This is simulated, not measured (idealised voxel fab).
Process module heading - voxel spacer lines
Square cells of 5 nm make up the cross-section cut, whose width is 205 nm.
Bands, listed from the top down, are how a cross-section gets written in this document; the cross-section itself is a grid of square cells, and a band is one or more rows of them.
This entry defines a band. It first specifies the height of the band's top and the height of its bottom in nm, and then specifies the band's materials from left to right, stating each material with its width in nm. The word "full width" identifies a single material that fills the band from edge to edge, while the word "empty" identifies empty space.
Note: height 0 marks the level under which the wafer is uniformly one material as received. Lowest band unbounded below, written "0 nm and below".
Quick explanation for "30->40": the width changes in equal steps down the rows of cells, from the first number in the band's top row to the second number in its bottom row.
"no modifications" -> step changed no cross-section cell.
Heads up: "Sealed void list" only lists the empty pockets with no open path to the top that are 8 cells or more, and it writes them as width x height at distance, distance from the left edge, in nm.
What comes after the settings on a step's line is commentary from the simulator itself on that step.
A step's line can hold "overlay nm"; with a mask on that step, the setting says how far right of the planned place the mask lay, while a negative setting says it lay to the left.
The following list gives the planned process steps
1 RECEIVE: material Si
2 CONFORMAL_DEP: material Al2O3, thk nm 5
3 DIRECTIONAL_DEP: material polySi, thk nm 20
4 DIRECTIONAL_DEP: material aC, thk nm 20
5 PATTERN: tone cover, mask id MANDREL, material resist, width nm 25, pitch nm 70, thk nm 30, overlay nm 0
6 DIRECTIONAL_ETCH: etch materials aC, depth nm 20
7 STRIP: etch materials resist
8 CONFORMAL_DEP: material SiN, thk nm 10
9 DIRECTIONAL_ETCH: etch materials SiN, depth nm 10
10 STRIP: etch materials aC
11 DIRECTIONAL_ETCH: etch materials polySi, depth nm 20
12 STRIP: etch materials SiN
13 FILL_DEP: material SiO2, thk nm 10
14 CMP: height nm 25
As-received state of the wafer in cross-section, equivalent to post-step 1
- 0 nm and below = Si full width
- Sealed void list: none
Starting wafer: above. Plan: above. Run: one mistake. Cross-section after the module: below
- 25 nm to 5 nm = SiO2 40 nm; polySi 10 nm; SiO2 25 nm; polySi 10 nm; SiO2 25 nm; polySi 10 nm; SiO2 25 nm; polySi 10 nm; SiO2 50 nm
- 5 nm to 0 nm = Al2O3 full width
- 0 nm and below = Si full width
- Sealed void list: none
Plan not followed: step 5 ran as: PATTERN: tone cover, mask id MANDREL, material resist, width nm 25, pitch nm 70, thk nm 30, overlay nm -5
